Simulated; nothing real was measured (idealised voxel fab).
Name of the process module below: voxel trench capacitor
Cross-section cut spans 260 nm and uses square cells 5 nm in size.
We lay out every cross-section as a grid of square cells and spell it out in bands from the top down, where one band means one or more rows of cells. Quick guide to a band line: top height, bottom height (nm) up front; then every material left to right with its width in nm. Only one material and it's marked "all across"? Then it fills the band edge to edge. And "air" just means empty space. Basically, 0 is our baseline, since under it the wafer straight out of the box is all one material. The bottom band has no lower end and keeps on going down, so it looks like "0 down". You'd read "30..40" like this: the band's top row of cells is as wide as the first number, its bottom row is as wide as the second, and going down, every row changes width by the same amount as the row before did. For the purposes of this document, the phrase "remained unchanged" attached to a step denotes that no cell within the cross-section was modified by that step. You'll see "Closed void list" listing empty spaces that have no way open to the top, as long as they're 8 cells or more; the notation is width x height at distance, where the distance is from the left edge, and all of it is in nm. Formally, on a step line, whatever follows the settings is a remark that the simulator itself makes on the step. "overlay nm", when on a step's line for a step with a mask, measures how far to the right of its planned place the mask lay; a negative measure means to the left.
Here's what the planned process steps look like:
1 RECEIVE, material Si
2 CONFORMAL_DEP, material SiN, thk nm 5
3 DIRECTIONAL_DEP, material aC, thk nm 10
4 PATTERN, tone open, mask id TRENCH, material resist, width nm 20, pitch nm 40, thk nm 30, overlay nm 0
5 DIRECTIONAL_ETCH, etch materials aC, depth nm 10
6 STRIP, etch materials resist
7 DIRECTIONAL_ETCH, etch materials SiN, depth nm 5
8 DIRECTIONAL_ETCH, etch materials Si, depth nm 30
9 STRIP, etch materials aC
10 CONFORMAL_DEP, material Al2O3, thk nm 5
11 FILL_DEP, material polySi, thk nm 10
12 CMP, height nm -5
Wafer-to-wafer difference: height nm, step 12. Common start. Plan = first wafer's value.
Received wafers, first of several: cross-section after step 1:
    0 down | Si all across
    Closed void list: none
What follows is a table in which each wafer occupies a row; for the wafer as it stands at the close of the module, the row states, material by material, how many cells have been gained (+) or lost (-) since receipt, and then gives its closed voids:
height nm -5 | +24 Al2O3 | -92 Si | +16 polySi | Closed void list: none
height nm 0 | +28 Al2O3 | -48 Si | +20 polySi | Closed void list: none
height nm 5 | +32 Al2O3 | -48 Si | +44 SiN | +24 polySi | Closed void list: none
height nm 10 | +80 Al2O3 | -48 Si | +44 SiN | +28 polySi | Closed void list: none
height nm 15 | +80 Al2O3 | -48 Si | +44 SiN | +80 polySi | Closed void list: none
height nm 20 | +80 Al2O3 | -48 Si | +44 SiN | +132 polySi | Closed void list: none
